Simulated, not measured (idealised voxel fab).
A process module follows: voxel trench capacitor.
It is cross-section cut that appears here, measuring 235 nm in width, its square cells being 5 nm in size.
Cross-section format: a grid of square cells, given as bands from top to bottom; each band is one or more rows of cells.
A band entry consists of two parts. The first gives the height of the band's top and the height of its bottom, in nm. The rest lists the band's materials from left to right, each with its width in nm. A single material labelled with the word "everywhere" fills the band from edge to edge, and the word "blank" marks empty space.
Heights from 0 (as-received wafer is one material below). Bottom band endless downward, as "from 0 down".
Width spec "30->40" -> top row of cells at first value, bottom row at second value, equal per-row change in between.
For the purposes of this document, the phrase "remained the same" attached to a step denotes that no cell within the cross-section was modified by that step.
"Non-vented voids" contains a list of empty spaces, each no smaller than 8 cells and without an open way to the top, written in the form width x height at distance with the distance from the left edge and all three in nm.
That trailing text on a step's line, after the settings, is the simulator's own remark on the step.
overlay nm: step with mask; distance mask lay right of planned place; negative value = left of planned place.
The planned process steps are enumerated hereunder:
1. RECEIVE [material Si]
2. CONFORMAL_DEP [material SiN] [thk nm 5]
3. MASKED_ETCH [tone open] [mask id TRENCH] [width nm 25] [pitch nm 40] [etch materials SiN] [depth nm 5] [overlay nm 0]
4. MASKED_ETCH [tone open] [mask id TRENCH] [width nm 25] [pitch nm 40] [etch materials Si] [depth nm 35] [overlay nm 0]
5. CONFORMAL_DEP [material HfO2] [thk nm 5]
6. CONFORMAL_DEP [material TiN] [thk nm 5]
7. FILL_DEP [material W] [thk nm 10]
8. CMP [height nm 5]
Cross-section of the wafer upon arrival, representing the state reached after step 1:
* from 0 down = Si everywhere
* Non-vented voids: none
Looking at the first of two wafers in cross-section at end of module - ran to plan:
* from 5 to 0 = SiN: 65, then HfO2: 5, then TiN: 5, then W: 5, then TiN: 5, then HfO2: 5, then SiN: 15, then HfO2: 5, then TiN: 5, then W: 5, then TiN: 5, then HfO2: 5, then SiN: 15, then HfO2: 5, then TiN: 5, then W: 5, then TiN: 5, then HfO2: 5, then SiN: 65
* from 0 to -25 = Si: 65, then HfO2: 5, then TiN: 5, then W: 5, then TiN: 5, then HfO2: 5, then Si: 15, then HfO2: 5, then TiN: 5, then W: 5, then TiN: 5, then HfO2: 5, then Si: 15, then HfO2: 5, then TiN: 5, then W: 5, then TiN: 5, then HfO2: 5, then Si: 65
* from -25 to -30 = Si: 65, then HfO2: 5, then TiN: 15, then HfO2: 5, then Si: 15, then HfO2: 5, then TiN: 15, then HfO2: 5, then Si: 15, then HfO2: 5, then TiN: 15, then HfO2: 5, then Si: 65
* from -30 to -35 = Si: 65, then HfO2: 25, then Si: 15, then HfO2: 25, then Si: 15, then HfO2: 25, then Si: 65
* from -35 down = Si everywhere
* Non-vented voids: none
Here is the second of the two wafers cut open at the end of the module - same start, same plan as the first one, but we made one mistake running it:
* from 5 to 0 = SiN: 65, then HfO2: 5, then TiN: 10, then HfO2: 10, then SiN: 15, then HfO2: 5, then TiN: 10, then HfO2: 10, then SiN: 15, then HfO2: 5, then TiN: 10, then HfO2: 10, then SiN: 65
* from 0 to -30 = Si: 65, then HfO2: 5, then TiN: 10, then HfO2: 5, then Si: 20, then HfO2: 5, then TiN: 10, then HfO2: 5, then Si: 20, then HfO2: 5, then TiN: 10, then HfO2: 5, then Si: 70
* from -30 to -35 = Si: 65, then HfO2: 20, then Si: 20, then HfO2: 20, then Si: 20, then HfO2: 20, then Si: 70
* from -35 down = Si everywhere
* Non-vented voids: none
Finding, execution versus plan: contrary to plan, step 4 was performed as MASKED_ETCH [tone open] [mask id TRENCH] [width nm 25] [pitch nm 40] [etch materials Si] [depth nm 35] [overlay nm -5]
Final wafer comparison in cells, second versus first, more or fewer per material: Si: 21 more | TiN: 3 fewer | W: 18 fewer
